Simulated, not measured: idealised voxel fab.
You're looking at the process module voxel self aligned contacts.
Cross-section cut spans 200 nm and uses square cells 5 nm in size.
Square cells in a grid make up a cross-section in this document, and the grid is given as bands, listed from the top down, each one or more rows of cells.
What a band's entry tells you: where the top is and where the bottom is, as heights in nm, and after that what lies inside, material by material from left to right, each with its width in nm. Empty space is written as the word "blank", and a single material marked with the word "edge to edge" occupies the band from edge to edge.
For the purposes of this specification, 0 denotes the height below which the wafer in its as-received condition is composed wholly of one material, and the lowermost band, lacking a lower limit, extends downward without end, as expressed in "z 0 and below".
Width spec "30 to 40" -> top row of cells at first value, bottom row at second value, equal per-row change in between.
Key: "no alteration" - step with no changed cell in the cross-section.
For the entry "Closed-off voids", the listed items are empty spaces with no open way to the top whose size is 8 cells or more; each item follows the pattern width x height at distance, where distance is from the left edge and all three are in nm.
On each step's line, the part that comes after the settings is the simulator's own comment on the step.
Regarding "overlay nm": on a step with a mask, it is the distance the mask lay to the right of its planned place; a negative value places it to the left.

Listed below are the process steps as planned
1 RECEIVE | material Si
2 CONFORMAL_DEP | material SiO2 | thk nm 5
3 DIRECTIONAL_DEP | material polySi | thk nm 30
4 DIRECTIONAL_DEP | material SiN | thk nm 20
5 DIRECTIONAL_DEP | material aC | thk nm 15
6 PATTERN | tone cover | mask id GATE | material resist | width nm 35 | pitch nm 60 | thk nm 35 | overlay nm 0
7 DIRECTIONAL_ETCH | etch materials aC | depth nm 15
8 STRIP | etch materials resist
9 DIRECTIONAL_ETCH | etch materials SiN | depth nm 20
10 DIRECTIONAL_ETCH | etch materials polySi | depth nm 30
11 STRIP | etch materials aC
12 CONFORMAL_DEP | material SiN | thk nm 5
13 DIRECTIONAL_ETCH | etch materials SiN | depth nm 5
14 FILL_DEP | material SiO2 | thk nm 15
15 CMP | height nm 60
16 MASKED_ETCH | tone open | mask id CONTACT | width nm 45 | pitch nm 60 | etch materials SiO2 | depth nm 60 | overlay nm 0
17 CONFORMAL_DEP | material TiN | thk nm 5
18 FILL_DEP | material Ru | thk nm 10
19 CMP | height nm 60
20 CONFORMAL_DEP | material SiCN | thk nm 5

Here's what the wafer looked like in cross-section when it arrived - that's after step 1
  z 0 and below  Si edge to edge
  Closed-off voids: none

Result of the module, cross-sectioned: start per above, plan per above, one error in how it was run
  z 65 to 60  SiCN edge to edge
  z 60 to 40  SiO2=15 / SiN=5 / polySi=35 / SiN=5 / TiN=5 / Ru=5 / TiN=5 / SiN=5 / polySi=35 / SiN=5 / TiN=5 / Ru=5 / TiN=5 / SiN=5 / polySi=35 / SiN=5 / SiO2=20
  z 40 to 35  SiO2=15 / SiN=5 / polySi=35 / SiN=5 / TiN=15 / SiN=5 / polySi=35 / SiN=5 / TiN=15 / SiN=5 / polySi=35 / SiN=5 / SiO2=20
  z 35 to 5  polySi edge to edge
  z 5 to 0  SiO2 edge to edge
  z 0 and below  Si edge to edge
  Closed-off voids: none
Plan not followed: step 3 was run twice
